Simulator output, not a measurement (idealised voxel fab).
Herein follows the process module entitled voxel transistor to metal.
For reference, the cross-section in this document is cut, with width 290 nm and square cells of 5 nm.
Think of the cross-section as a grid of square cells. We describe it in bands, top to bottom, and each band covers one or more rows of those cells. Per band: top height and bottom height in nm, followed by the left-to-right materials and their widths in nm; "throughout" marks a single material spanning edge to edge, "air" marks empty space. Below 0: as-received wafer, all one material; heights counted from there. Lowest band: no bottom, goes on down, written "0 -> down". Think of "30..40" as a width that walks from the first number to the second as you go down the band, top row to bottom row, taking equal-sized steps from row to row. Where the words "all unchanged" appear for a step, the cross-section shows no cell changed by that step; every cell remained as before. Empty spaces without an open route to the top, at least 8 cells in extent, make up the entry "Unvented cavities"; each is given as width x height at distance, where the distance is measured from the left edge, and all are in nm. Formally, on a step line, whatever follows the settings is a remark that the simulator itself makes on the step. overlay nm, on a step with a mask: how far to the right of its planned place the mask lay; to the left if negative. Pairs, read this way: before one process step on the one hand, after it on the other, the after cross-section ending at the lowest band that changed; the step between, settings included, beneath. Same starting wafer throughout, but possibly different runs of this module, so no pair continues from the pair above unless its entry headed "Before processing" says so.

Before processing:
    25 -> 20  TiN=25; air=10; TiN=75; air=10; TiN=50; air=10; TiN=75; air=10; TiN=25
    20 -> 10  SiO2=20; TiN=5; air=10; TiN=5; SiO2=65; TiN=5; air=10; TiN=5; SiO2=40; TiN=5; air=10; TiN=5; SiO2=65; TiN=5; air=10; TiN=5; SiO2=20
    10 -> 5  SiO2=20; TiN=5; air=10; TiN=5; SiO2=5; SiN=5; HfO2=5; TiN=5; W=25; TiN=5; HfO2=5; SiN=5; SiO2=5; TiN=5; air=10; TiN=5; SiO2=40; TiN=5; air=10; TiN=5; SiO2=5; SiN=5; HfO2=5; TiN=5; W=25; TiN=5; HfO2=5; SiN=5; SiO2=5; TiN=5; air=10; TiN=5; SiO2=20
    5 -> 0  SiO2=20; TiN=20; SiO2=5; SiN=5; HfO2=5; TiN=5; W=25; TiN=5; HfO2=5; SiN=5; SiO2=5; TiN=20; SiO2=40; TiN=20; SiO2=5; SiN=5; HfO2=5; TiN=5; W=25; TiN=5; HfO2=5; SiN=5; SiO2=5; TiN=20; SiO2=20
    0 -> -5  SiO2=15; SiN=5; SiGe=10; TiN=5; SiGe=10; SiN=5; HfO2=5; TiN=35; HfO2=5; SiN=5; SiGe=10; TiN=5; SiGe=10; SiN=5; SiO2=30; SiN=5; SiGe=10; TiN=5; SiGe=10; SiN=5; HfO2=5; TiN=35; HfO2=5; SiN=5; SiGe=10; TiN=5; SiGe=10; SiN=5; SiO2=15
    -5 -> -10  SiO2=20; SiGe=10; TiN=5; SiGe=10; SiO2=5; HfO2=45; SiO2=5; SiGe=10; TiN=5; SiGe=10; SiO2=40; SiGe=10; TiN=5; SiGe=10; SiO2=5; HfO2=45; SiO2=5; SiGe=10; TiN=5; SiGe=10; SiO2=20
    -10 -> -20  SiO2=15; Si=5; SiGe=25; Si=55; SiGe=25; Si=5; SiO2=30; Si=5; SiGe=25; Si=55; SiGe=25; Si=5; SiO2=15
    -20 -> -40  SiO2=15; Si=115; SiO2=30; Si=115; SiO2=15
    -40 -> down  Si throughout
    Unvented cavities: none

Resulting Cross-Section:
    35 -> 25  Ru throughout
    25 -> 20  TiN=25; Ru=10; TiN=75; Ru=10; TiN=50; Ru=10; TiN=75; Ru=10; TiN=25
    20 -> 10  SiO2=20; TiN=5; Ru=10; TiN=5; SiO2=65; TiN=5; Ru=10; TiN=5; SiO2=40; TiN=5; Ru=10; TiN=5; SiO2=65; TiN=5; Ru=10; TiN=5; SiO2=20
    10 -> 5  SiO2=20; TiN=5; Ru=10; TiN=5; SiO2=5; SiN=5; HfO2=5; TiN=5; W=25; TiN=5; HfO2=5; SiN=5; SiO2=5; TiN=5; Ru=10; TiN=5; SiO2=40; TiN=5; Ru=10; TiN=5; SiO2=5; SiN=5; HfO2=5; TiN=5; W=25; TiN=5; HfO2=5; SiN=5; SiO2=5; TiN=5; Ru=10; TiN=5; SiO2=20
    Below a height of 5, the structure has not been altered.
    Unvented cavities: none
The structure shown above changes from one cross-section to the other through FILL_DEP,material Ru,thk nm 10

Before processing: The cross-section prior to this step is the one presented after the step of the pair immediately above.

Resulting Cross-Section:
    20 -> 10  SiO2=20; TiN=5; Ru=10; TiN=5; SiO2=65; TiN=5; Ru=10; TiN=5; SiO2=40; TiN=5; Ru=10; TiN=5; SiO2=65; TiN=5; Ru=10; TiN=5; SiO2=20
    Below a height of 10, the structure has not been altered.
    Unvented cavities: none
The structure shown above changes from one cross-section to the other through CMP,height nm 20

Before processing: The cross-section prior to this step is the one presented after the step of the pair immediately above.

Resulting Cross-Section:
    25 -> 20  TiN throughout
    Below a height of 20, the structure has not been altered.
    Unvented cavities: none
The structure shown above changes from one cross-section to the other through DIRECTIONAL_DEP,material TiN,thk nm 5

Before processing: The cross-section prior to this step is the one presented after the step of the pair immediately above.

Resulting Cross-Section:
    50 -> 25  W throughout
    Below a height of 25, the structure has not been altered.
    Unvented cavities: none
The structure shown above changes from one cross-section to the other through DIRECTIONAL_DEP,material W,thk nm 25

Before processing: The cross-section prior to this step is the one presented after the step of the pair immediately above.

Resulting Cross-Section:
    65 -> 50  air=20; resist=20; air=65; resist=20; air=40; resist=20; air=65; resist=20; air=20
    Below a height of 50, the structure has not been altered.
    Unvented cavities: none
The structure shown above changes from one cross-section to the other through PATTERN,tone cover,mask id METAL_1,material resist,width nm 20,thk nm 15,overlay nm 0

Before processing: The cross-section prior to this step is the one presented after the step of the pair immediately above.

Resulting Cross-Section:
    65 -> 50  air=20; resist=20; air=65; resist=20; air=40; resist=20; air=65; resist=20; air=20
    50 -> 25  air=20; W=20; air=65; W=20; air=40; W=20; air=65; W=20; air=20
    Below a height of 25, the structure has not been altered.
    Unvented cavities: none
The structure shown above changes from one cross-section to the other through DIRECTIONAL_ETCH,etch materials W,depth nm 25

Before processing: The cross-section prior to this step is the one presented after the step of the pair immediately above.

Resulting Cross-Section:
    65 -> 50  air=20; resist=20; air=65; resist=20; air=40; resist=20; air=65; resist=20; air=20
    50 -> 25  air=20; W=20; air=65; W=20; air=40; W=20; air=65; W=20; air=20
    25 -> 20  air=20; TiN=20; air=65; TiN=20; air=40; TiN=20; air=65; TiN=20; air=20
    Below a height of 20, the structure has not been altered.
    Unvented cavities: none
The structure shown above changes from one cross-section to the other through DIRECTIONAL_ETCH,etch materials TiN,depth nm 5

Before processing: The cross-section prior to this step is the one presented after the step of the pair immediately above.

Resulting Cross-Section:
    50 -> 25  air=20; W=20; air=65; W=20; air=40; W=20; air=65; W=20; air=20
    Below a height of 25, the structure has not been altered.
    Unvented cavities: none
The structure shown above changes from one cross-section to the other through STRIP,etch materials resist

Before processing: The cross-section prior to this step is the one presented after the step of the pair immediately above.

Resulting Cross-Section:
    60 -> 50  lowk throughout
    50 -> 25  lowk=20; W=20; lowk=65; W=20; lowk=40; W=20; lowk=65; W=20; lowk=20
    25 -> 20  lowk=20; TiN=20; lowk=65; TiN=20; lowk=40; TiN=20; lowk=65; TiN=20; lowk=20
    Below a height of 20, the structure has not been altered.
    Unvented cavities: none
The structure shown above changes from one cross-section to the other through FILL_DEP,material lowk,thk nm 10

Before processing: The cross-section prior to this step is the one presented after the step of the pair immediately above.

Resulting Cross-Section:
    50 -> 25  lowk=20; W=20; lowk=65; W=20; lowk=40; W=20; lowk=65; W=20; lowk=20
    Below a height of 25, the structure has not been altered.
    Unvented cavities: none
The structure shown above changes from one cross-section to the other through CMP,height nm 50

Before processing: The cross-section prior to this step is the one presented after the step of the pair immediately above.

Resulting Cross-Section:
    55 -> 50  SiCN throughout
    Below a height of 50, the structure has not been altered.
    Unvented cavities: none
The structure shown above changes from one cross-section to the other through CONFORMAL_DEP,material SiCN,thk nm 5

Before processing: The cross-section prior to this step is the one presented after the step of the pair immediately above.

Resulting Cross-Section:
    85 -> 55  SiO2 throughout
    Below a height of 55, the structure has not been altered.
    Unvented cavities: none
The structure shown above changes from one cross-section to the other through DIRECTIONAL_DEP,material SiO2,thk nm 30

Before processing: The cross-section prior to this step is the one presented after the step of the pair immediately above.

Resulting Cross-Section:
    85 -> 70  SiO2=20; air=20; SiO2=125; air=20; SiO2=105
    Below a height of 70, the structure has not been altered.
    Unvented cavities: none
The structure shown above changes from one cross-section to the other through MASKED_ETCH,tone open,mask id METAL_2,width nm 20,pitch nm 145,etch materials SiO2,depth nm 15,overlay nm 0

Before processing: The cross-section prior to this step is the one presented after the step of the pair immediately above.

Resulting Cross-Section:
    85 -> 70  SiO2=20; air=20; SiO2=125; air=20; SiO2=105
    70 -> 55  SiO2=20; air=15; SiO2=130; air=15; SiO2=110
    Below a height of 55, the structure has not been altered.
    Unvented cavities: none
The structure shown above changes from one cross-section to the other through MASKED_ETCH,tone open,mask id METAL_2_HOLES,width nm 15,pitch nm 145,etch materials SiO2,depth nm 15,overlay nm 0

Before processing: The cross-section prior to this step is the one presented after the step of the pair immediately above.

Resulting Cross-Section:
    85 -> 70  SiO2=20; air=20; SiO2=125; air=20; SiO2=105
    70 -> 55  SiO2=20; air=15; SiO2=130; air=15; SiO2=110
    55 -> 50  SiCN=20; air=15; SiCN=130; air=15; SiCN=110
    Below a height of 50, the structure has not been altered.
    Unvented cavities: none
The structure shown above changes from one cross-section to the other through MASKED_ETCH,tone open,mask id METAL_2_HOLES,width nm 15,pitch nm 145,etch materials SiCN,depth nm 5,overlay nm 0

Before processing: The cross-section prior to this step is the one presented after the step of the pair immediately above.

Resulting Cross-Section:
    90 -> 85  TiN=25; air=10; TiN=135; air=10; TiN=110
    85 -> 75  SiO2=20; TiN=5; air=10; TiN=5; SiO2=125; TiN=5; air=10; TiN=5; SiO2=105
    75 -> 70  SiO2=20; TiN=5; air=5; TiN=10; SiO2=125; TiN=5; air=5; TiN=10; SiO2=105
    70 -> 55  SiO2=20; TiN=5; air=5; TiN=5; SiO2=130; TiN=5; air=5; TiN=5; SiO2=110
    55 -> 50  SiCN=20; TiN=15; SiCN=130; TiN=15; SiCN=110
    Below a height of 50, the structure has not been altered.
    Unvented cavities: none
The structure shown above changes from one cross-section to the other through CONFORMAL_DEP,material TiN,thk nm 5

Before processing: The cross-section prior to this step is the one presented after the step of the pair immediately above.

Resulting Cross-Section:
    100 -> 90  Cu throughout
    90 -> 85  TiN=25; Cu=10; TiN=135; Cu=10; TiN=110
    85 -> 75  SiO2=20; TiN=5; Cu=10; TiN=5; SiO2=125; TiN=5; Cu=10; TiN=5; SiO2=105
    75 -> 70  SiO2=20; TiN=5; Cu=5; TiN=10; SiO2=125; TiN=5; Cu=5; TiN=10; SiO2=105
    70 -> 55  SiO2=20; TiN=5; Cu=5; TiN=5; SiO2=130; TiN=5; Cu=5; TiN=5; SiO2=110
    Below a height of 55, the structure has not been altered.
    Unvented cavities: none
The structure shown above changes from one cross-section to the other through FILL_DEP,material Cu,thk nm 10

Before processing: The cross-section prior to this step is the one presented after the step of the pair immediately above.

Resulting Cross-Section:
    85 -> 75  SiO2=20; TiN=5; Cu=10; TiN=5; SiO2=125; TiN=5; Cu=10; TiN=5; SiO2=105
    Below a height of 75, the structure has not been altered.
    Unvented cavities: none
The structure shown above changes from one cross-section to the other through CMP,height nm 85

Before processing: The cross-section prior to this step is the one presented after the step of the pair immediately above.

Resulting Cross-Section:
    90 -> 85  SiN throughout
    Below a height of 85, the structure has not been altered.
    Unvented cavities: none
The structure shown above changes from one cross-section to the other through CONFORMAL_DEP,material SiN,thk nm 5

Before processing:
    35 -> 25  Ru throughout
    25 -> 20  TiN=25; Ru=10; TiN=75; Ru=10; TiN=50; Ru=10; TiN=75; Ru=10; TiN=25
    20 -> 10  SiO2=20; TiN=5; Ru=10; TiN=5; SiO2=65; TiN=5; Ru=10; TiN=5; SiO2=40; TiN=5; Ru=10; TiN=5; SiO2=65; TiN=5; Ru=10; TiN=5; SiO2=20
    10 -> 5  SiO2=20; TiN=5; Ru=10; TiN=5; SiO2=5; SiN=5; HfO2=5; TiN=5; W=25; TiN=5; HfO2=5; SiN=5; SiO2=5; TiN=5; Ru=10; TiN=5; SiO2=40; TiN=5; Ru=10; TiN=5; SiO2=5; SiN=5; HfO2=5; TiN=5; W=25; TiN=5; HfO2=5; SiN=5; SiO2=5; TiN=5; Ru=10; TiN=5; SiO2=20
    5 -> 0  SiO2=20; TiN=20; SiO2=5; SiN=5; HfO2=5; TiN=5; W=25; TiN=5; HfO2=5; SiN=5; SiO2=5; TiN=20; SiO2=40; TiN=20; SiO2=5; SiN=5; HfO2=5; TiN=5; W=25; TiN=5; HfO2=5; SiN=5; SiO2=5; TiN=20; SiO2=20
    0 -> -5  SiO2=15; SiN=5; SiGe=10; TiN=5; SiGe=10; SiN=5; HfO2=5; TiN=35; HfO2=5; SiN=5; SiGe=10; TiN=5; SiGe=10; SiN=5; SiO2=30; SiN=5; SiGe=10; TiN=5; SiGe=10; SiN=5; HfO2=5; TiN=35; HfO2=5; SiN=5; SiGe=10; TiN=5; SiGe=10; SiN=5; SiO2=15
    -5 -> -10  SiO2=20; SiGe=10; TiN=5; SiGe=10; SiO2=5; HfO2=45; SiO2=5; SiGe=10; TiN=5; SiGe=10; SiO2=40; SiGe=10; TiN=5; SiGe=10; SiO2=5; HfO2=45; SiO2=5; SiGe=10; TiN=5; SiGe=10; SiO2=20
    -10 -> -20  SiO2=15; Si=5; SiGe=25; Si=55; SiGe=25; Si=5; SiO2=30; Si=5; SiGe=25; Si=55; SiGe=25; Si=5; SiO2=15
    -20 -> -40  SiO2=15; Si=115; SiO2=30; Si=115; SiO2=15
    -40 -> down  Si throughout
    Unvented cavities: none

Resulting Cross-Section:
    40 -> 35  TiN throughout
    Below a height of 35, the structure has not been altered.
    Unvented cavities: none
The structure shown above changes from one cross-section to the other through DIRECTIONAL_DEP,material TiN,thk nm 5

Before processing: The cross-section prior to this step is the one presented after the step of the pair immediately above.

Resulting Cross-Section:
    65 -> 40  W throughout
    Below a height of 40, the structure has not been altered.
    Unvented cavities: none
The structure shown above changes from one cross-section to the other through DIRECTIONAL_DEP,material W,thk nm 25

Before processing: The cross-section prior to this step is the one presented after the step of the pair immediately above.

Resulting Cross-Section:
    80 -> 65  air=20; resist=20; air=65; resist=20; air=40; resist=20; air=65; resist=20; air=20
    Below a height of 65, the structure has not been altered.
    Unvented cavities: none
The structure shown above changes from one cross-section to the other through PATTERN,tone cover,mask id METAL_1,material resist,width nm 20,thk nm 15,overlay nm 0

Before processing: The cross-section prior to this step is the one presented after the step of the pair immediately above.

Resulting Cross-Section:
    80 -> 65  air=20; resist=20; air=65; resist=20; air=40; resist=20; air=65; resist=20; air=20
    65 -> 40  air=20; W=20; air=65; W=20; air=40; W=20; air=65; W=20; air=20
    Below a height of 40, the structure has not been altered.
    Unvented cavities: none
The structure shown above changes from one cross-section to the other through DIRECTIONAL_ETCH,etch materials W,depth nm 25

Before processing: The cross-section prior to this step is the one presented after the step of the pair immediately above.

Resulting Cross-Section:
    80 -> 65  air=20; resist=20; air=65; resist=20; air=40; resist=20; air=65; resist=20; air=20
    65 -> 40  air=20; W=20; air=65; W=20; air=40; W=20; air=65; W=20; air=20
    40 -> 35  air=20; TiN=20; air=65; TiN=20; air=40; TiN=20; air=65; TiN=20; air=20
    Below a height of 35, the structure has not been altered.
    Unvented cavities: none
The structure shown above changes from one cross-section to the other through DIRECTIONAL_ETCH,etch materials TiN,depth nm 5

Before processing: The cross-section prior to this step is the one presented after the step of the pair immediately above.

Resulting Cross-Section:
    65 -> 40  air=20; W=20; air=65; W=20; air=40; W=20; air=65; W=20; air=20
    Below a height of 40, the structure has not been altered.
    Unvented cavities: none
The structure shown above changes from one cross-section to the other through STRIP,etch materials resist

Before processing: The cross-section prior to this step is the one presented after the step of the pair immediately above.

Resulting Cross-Section:
    75 -> 65  lowk throughout
    65 -> 40  lowk=20; W=20; lowk=65; W=20; lowk=40; W=20; lowk=65; W=20; lowk=20
    40 -> 35  lowk=20; TiN=20; lowk=65; TiN=20; lowk=40; TiN=20; lowk=65; TiN=20; lowk=20
    Below a height of 35, the structure has not been altered.
    Unvented cavities: none
The structure shown above changes from one cross-section to the other through FILL_DEP,material lowk,thk nm 10

Before processing: The cross-section prior to this step is the one presented after the step of the pair immediately above.

Resulting Cross-Section:
    50 -> 40  lowk=20; W=20; lowk=65; W=20; lowk=40; W=20; lowk=65; W=20; lowk=20
    Below a height of 40, the structure has not been altered.
    Unvented cavities: none
The structure shown above changes from one cross-section to the other through CMP,height nm 50

Before processing: The cross-section prior to this step is the one presented after the step of the pair immediately above.

Resulting Cross-Section:
    55 -> 50  SiCN throughout
    Below a height of 50, the structure has not been altered.
    Unvented cavities: none
The structure shown above changes from one cross-section to the other through CONFORMAL_DEP,material SiCN,thk nm 5

Before processing: The cross-section prior to this step is the one presented after the step of the pair immediately above.

Resulting Cross-Section:
    85 -> 55  SiO2 throughout
    Below a height of 55, the structure has not been altered.
    Unvented cavities: none
The structure shown above changes from one cross-section to the other through DIRECTIONAL_DEP,material SiO2,thk nm 30

Before processing: The cross-section prior to this step is the one presented after the step of the pair immediately above.

Resulting Cross-Section:
    85 -> 70  SiO2=20; air=20; SiO2=125; air=20; SiO2=105
    Below a height of 70, the structure has not been altered.
    Unvented cavities: none
The structure shown above changes from one cross-section to the other through MASKED_ETCH,tone open,mask id METAL_2,width nm 20,pitch nm 145,etch materials SiO2,depth nm 15,overlay nm 0

Before processing: The cross-section prior to this step is the one presented after the step of the pair immediately above.

Resulting Cross-Section:
    85 -> 70  SiO2=20; air=20; SiO2=125; air=20; SiO2=105
    70 -> 55  SiO2=20; air=15; SiO2=130; air=15; SiO2=110
    Below a height of 55, the structure has not been altered.
    Unvented cavities: none
The structure shown above changes from one cross-section to the other through MASKED_ETCH,tone open,mask id METAL_2_HOLES,width nm 15,pitch nm 145,etch materials SiO2,depth nm 15,overlay nm 0

Before processing: The cross-section prior to this step is the one presented after the step of the pair immediately above.

Resulting Cross-Section:
    85 -> 70  SiO2=20; air=20; SiO2=125; air=20; SiO2=105
    70 -> 55  SiO2=20; air=15; SiO2=130; air=15; SiO2=110
    55 -> 50  SiCN=20; air=15; SiCN=130; air=15; SiCN=110
    Below a height of 50, the structure has not been altered.
    Unvented cavities: none
The structure shown above changes from one cross-section to the other through MASKED_ETCH,tone open,mask id METAL_2_HOLES,width nm 15,pitch nm 145,etch materials SiCN,depth nm 5,overlay nm 0

Before processing: The cross-section prior to this step is the one presented after the step of the pair immediately above.

Resulting Cross-Section:
    90 -> 85  TiN=25; air=10; TiN=135; air=10; TiN=110
    85 -> 75  SiO2=20; TiN=5; air=10; TiN=5; SiO2=125; TiN=5; air=10; TiN=5; SiO2=105
    75 -> 70  SiO2=20; TiN=5; air=5; TiN=10; SiO2=125; TiN=5; air=5; TiN=10; SiO2=105
    70 -> 55  SiO2=20; TiN=5; air=5; TiN=5; SiO2=130; TiN=5; air=5; TiN=5; SiO2=110
    55 -> 50  SiCN=20; TiN=15; SiCN=130; TiN=15; SiCN=110
    Below a height of 50, the structure has not been altered.
    Unvented cavities: none
The structure shown above changes from one cross-section to the other through CONFORMAL_DEP,material TiN,thk nm 5

Before processing: The cross-section prior to this step is the one presented after the step of the pair immediately above.

Resulting Cross-Section:
    100 -> 90  Cu throughout
    90 -> 85  TiN=25; Cu=10; TiN=135; Cu=10; TiN=110
    85 -> 75  SiO2=20; TiN=5; Cu=10; TiN=5; SiO2=125; TiN=5; Cu=10; TiN=5; SiO2=105
    75 -> 70  SiO2=20; TiN=5; Cu=5; TiN=10; SiO2=125; TiN=5; Cu=5; TiN=10; SiO2=105
    70 -> 55  SiO2=20; TiN=5; Cu=5; TiN=5; SiO2=130; TiN=5; Cu=5; TiN=5; SiO2=110
    Below a height of 55, the structure has not been altered.
    Unvented cavities: none
The structure shown above changes from one cross-section to the other through FILL_DEP,material Cu,thk nm 10

Before processing: The cross-section prior to this step is the one presented after the step of the pair immediately above.

Resulting Cross-Section:
    85 -> 75  SiO2=20; TiN=5; Cu=10; TiN=5; SiO2=125; TiN=5; Cu=10; TiN=5; SiO2=105
    Below a height of 75, the structure has not been altered.
    Unvented cavities: none
The structure shown above changes from one cross-section to the other through CMP,height nm 85

Before processing: The cross-section prior to this step is the one presented after the step of the pair immediately above.

Resulting Cross-Section:
    90 -> 85  SiN throughout
    Below a height of 85, the structure has not been altered.
    Unvented cavities: none
The structure shown above changes from one cross-section to the other through CONFORMAL_DEP,material SiN,thk nm 5

Before processing:
    25 -> 15  air=15; aC=115; air=30; aC=115; air=15
    15 -> 0  air=15; SiN=115; air=30; SiN=115; air=15
    0 -> -5  air=15; SiO2=115; air=30; SiO2=115; air=15
    -5 -> -40  air=15; Si=115; air=30; Si=115; air=15
    -40 -> down  Si throughout
    Unvented cavities: none

Resulting Cross-Section:
    25 -> 15  air=15; aC=115; air=30; aC=115; air=15
    15 -> 0  air=15; SiN=115; air=30; SiN=115; air=15
    0 -> -5  air=15; SiO2=115; air=30; SiO2=115; air=15
    -5 -> -75  air=15; Si=115; air=30; Si=115; air=15
    Below a height of -75, the structure has not been altered.
    Unvented cavities: none
The structure shown above changes from one cross-section to the other through DIRECTIONAL_ETCH,etch materials Si,depth nm 35

Before processing: The cross-section prior to this step is the one presented after the step of the pair immediately above.

Resulting Cross-Section:
    15 -> 0  air=15; SiN=115; air=30; SiN=115; air=15
    Below a height of 0, the structure has not been altered.
    Unvented cavities: none
The structure shown above changes from one cross-section to the other through STRIP,etch materials aC

Before processing: The cross-section prior to this step is the one presented after the step of the pair immediately above.

Resulting Cross-Section:
    30 -> 15  SiO2 throughout
    15 -> 0  SiO2=15; SiN=115; SiO2=30; SiN=115; SiO2=15
    0 -> -5  SiO2 throughout
    -5 -> -75  SiO2=15; Si=115; SiO2=30; Si=115; SiO2=15
    Below a height of -75, the structure has not been altered.
    Unvented cavities: none
The structure shown above changes from one cross-section to the other through FILL_DEP,material SiO2,thk nm 15

Before processing: The cross-section prior to this step is the one presented after the step of the pair immediately above.

Resulting Cross-Section:
    15 -> 0  SiO2=15; SiN=115; SiO2=30; SiN=115; SiO2=15
    Below a height of 0, the structure has not been altered.
    Unvented cavities: none
The structure shown above changes from one cross-section to the other through CMP,height nm 15

Before processing: The cross-section prior to this step is the one presented after the step of the pair immediately above.

Resulting Cross-Section:
    15 -> 5  air=15; SiN=115; air=30; SiN=115; air=15
    Below a height of 5, the structure has not been altered.
    Unvented cavities: none
The structure shown above changes from one cross-section to the other through SELECTIVE_ETCH,etch materials SiO2,depth nm 10

Before processing: The cross-section prior to this step is the one presented after the step of the pair immediately above.

Resulting Cross-Section:
    5 -> 0  SiO2=15; air=115; SiO2=30; air=115; SiO2=15
    Below a height of 0, the structure has not been altered.
    Unvented cavities: none
The structure shown above changes from one cross-section to the other through STRIP,etch materials SiN

Before processing: The cross-section prior to this step is the one presented after the step of the pair immediately above.

Resulting Cross-Section:
    0 -> -5  SiO2=10; air=125; SiO2=20; air=125; SiO2=10
    Below a height of -5, the structure has not been altered.
    Unvented cavities: none
The structure shown above changes from one cross-section to the other through SELECTIVE_ETCH,etch materials SiO2,depth nm 5

Before processing: The cross-section prior to this step is the one presented after the step of the pair immediately above.

Resulting Cross-Section:
    0 -> -5  SiO2=10; air=125; SiO2=20; air=125; SiO2=10
    -5 -> -10  SiO2 throughout
    Below a height of -10, the structure has not been altered.
    Unvented cavities: none
The structure shown above changes from one cross-section to the other through OXIDIZE,depth nm 5

Before processing: The cross-section prior to this step is the one presented after the step of the pair immediately above.

Resulting Cross-Section:
    20 -> 15  polySi=10; air=125; polySi=20; air=125; polySi=10
    15 -> 0  polySi throughout
    0 -> -5  SiO2=10; polySi=125; SiO2=20; polySi=125; SiO2=10
    Below a height of -5, the structure has not been altered.
    Unvented cavities: none
The structure shown above changes from one cross-section to the other through DIRECTIONAL_DEP,material polySi,thk nm 20

Before processing: The cross-section prior to this step is the one presented after the step of the pair immediately above.

Resulting Cross-Section:
    30 -> 25  SiCN=10; air=125; SiCN=20; air=125; SiCN=10
    25 -> 20  SiCN throughout
    20 -> 15  polySi=10; SiCN=125; polySi=20; SiCN=125; polySi=10
    Below a height of 15, the structure has not been altered.
    Unvented cavities: none
The structure shown above changes from one cross-section to the other through DIRECTIONAL_DEP,material SiCN,thk nm 10

Before processing: The cross-section prior to this step is the one presented after the step of the pair immediately above.

Resulting Cross-Section:
    45 -> 40  aC=10; air=125; aC=20; air=125; aC=10
    40 -> 30  aC throughout
    30 -> 25  SiCN=10; aC=125; SiCN=20; aC=125; SiCN=10
    Below a height of 25, the structure has not been altered.
    Unvented cavities: none
The structure shown above changes from one cross-section to the other through DIRECTIONAL_DEP,material aC,thk nm 15

Before processing: The cross-section prior to this step is the one presented after the step of the pair immediately above.

Resulting Cross-Section:
    75 -> 45  air=55; resist=35; air=110; resist=35; air=55
    45 -> 40  aC=10; air=45; resist=35; air=45; aC=20; air=45; resist=35; air=45; aC=10
    Below a height of 40, the structure has not been altered.
    Unvented cavities: none
The structure shown above changes from one cross-section to the other through PATTERN,tone cover,mask id GATE,material resist,width nm 35,pitch nm 145,thk nm 30,overlay nm 0

Before processing: The cross-section prior to this step is the one presented after the step of the pair immediately above.

Resulting Cross-Section:
    60 -> 40  air=55; resist=35; air=110; resist=35; air=55
    40 -> 30  air=55; aC=35; air=110; aC=35; air=55
    30 -> 25  SiCN=10; air=45; aC=35; air=45; SiCN=20; air=45; aC=35; air=45; SiCN=10
    Below a height of 25, the structure has not been altered.
    Unvented cavities: none
The structure shown above changes from one cross-section to the other through DIRECTIONAL_ETCH,etch materials aC,depth nm 15

Before processing: The cross-section prior to this step is the one presented after the step of the pair immediately above.

Resulting Cross-Section:
    40 -> 30  air=55; aC=35; air=110; aC=35; air=55
    Below a height of 30, the structure has not been altered.
    Unvented cavities: none
The structure shown above changes from one cross-section to the other through STRIP,etch materials resist

Before processing: The cross-section prior to this step is the one presented after the step of the pair immediately above.

Resulting Cross-Section:
    40 -> 25  air=55; aC=35; air=110; aC=35; air=55
    25 -> 20  air=55; SiCN=35; air=110; SiCN=35; air=55
    20 -> 15  polySi=10; air=45; SiCN=35; air=45; polySi=20; air=45; SiCN=35; air=45; polySi=10
    Below a height of 15, the structure has not been altered.
    Unvented cavities: none
The structure shown above changes from one cross-section to the other through DIRECTIONAL_ETCH,etch materials SiCN,depth nm 20

Before processing: The cross-section prior to this step is the one presented after the step of the pair immediately above.

Resulting Cross-Section:
    40 -> 25  air=55; aC=35; air=110; aC=35; air=55
    25 -> 15  air=55; SiCN=35; air=110; SiCN=35; air=55
    15 -> 0  air=55; polySi=35; air=110; polySi=35; air=55
    0 -> -5  SiO2=10; air=45; polySi=35; air=45; SiO2=20; air=45; polySi=35; air=45; SiO2=10
    Below a height of -5, the structure has not been altered.
    Unvented cavities: none
The structure shown above changes from one cross-section to the other through DIRECTIONAL_ETCH,etch materials polySi,depth nm 30

Before processing: The cross-section prior to this step is the one presented after the step of the pair immediately above.

Resulting Cross-Section:
    25 -> 15  air=55; SiCN=35; air=110; SiCN=35; air=55
    Below a height of 15, the structure has not been altered.
    Unvented cavities: none
The structure shown above changes from one cross-section to the other through STRIP,etch materials aC

Before processing: The cross-section prior to this step is the one presented after the step of the pair immediately above.

Resulting Cross-Section:
    30 -> 25  air=50; SiO2=45; air=100; SiO2=45; air=50
    25 -> 15  air=50; SiO2=5; SiCN=35; SiO2=5; air=100; SiO2=5; SiCN=35; SiO2=5; air=50
    15 -> 5  air=50; SiO2=5; polySi=35; SiO2=5; air=100; SiO2=5; polySi=35; SiO2=5; air=50
    5 -> 0  SiO2=15; air=35; SiO2=5; polySi=35; SiO2=5; air=35; SiO2=30; air=35; SiO2=5; polySi=35; SiO2=5; air=35; SiO2=15
    0 -> -5  SiO2=55; polySi=35; SiO2=110; polySi=35; SiO2=55
    Below a height of -5, the structure has not been altered.
    Unvented cavities: none
The structure shown above changes from one cross-section to the other through CONFORMAL_DEP,material SiO2,thk nm 5

Before processing: The cross-section prior to this step is the one presented after the step of the pair immediately above.

Resulting Cross-Section:
    25 -> 15  air=50; SiO2=5; SiCN=35; SiO2=5; air=100; SiO2=5; SiCN=35; SiO2=5; air=50
    15 -> 0  air=50; SiO2=5; polySi=35; SiO2=5; air=100; SiO2=5; polySi=35; SiO2=5; air=50
    0 -> -5  SiO2=15; air=35; SiO2=5; polySi=35; SiO2=5; air=35; SiO2=30; air=35; SiO2=5; polySi=35; SiO2=5; air=35; SiO2=15
    Below a height of -5, the structure has not been altered.
    Unvented cavities: none
The structure shown above changes from one cross-section to the other through DIRECTIONAL_ETCH,etch materials SiO2,depth nm 5

Before processing: The cross-section prior to this step is the one presented after the step of the pair immediately above.

Resulting Cross-Section:
    30 -> 25  air=45; SiN=55; air=90; SiN=55; air=45
    25 -> 15  air=45; SiN=5; SiO2=5; SiCN=35; SiO2=5; SiN=5; air=90; SiN=5; SiO2=5; SiCN=35; SiO2=5; SiN=5; air=45
    15 -> 5  air=45; SiN=5; SiO2=5; polySi=35; SiO2=5; SiN=5; air=90; SiN=5; SiO2=5; polySi=35; SiO2=5; SiN=5; air=45
    5 -> 0  SiN=20; air=25; SiN=5; SiO2=5; polySi=35; SiO2=5; SiN=5; air=25; SiN=40; air=25; SiN=5; SiO2=5; polySi=35; SiO2=5; SiN=5; air=25; SiN=20
    0 -> -5  SiO2=15; SiN=35; SiO2=5; polySi=35; SiO2=5; SiN=35; SiO2=30; SiN=35; SiO2=5; polySi=35; SiO2=5; SiN=35; SiO2=15
    Below a height of -5, the structure has not been altered.
    Unvented cavities: none
The structure shown above changes from one cross-section to the other through CONFORMAL_DEP,material SiN,thk nm 5
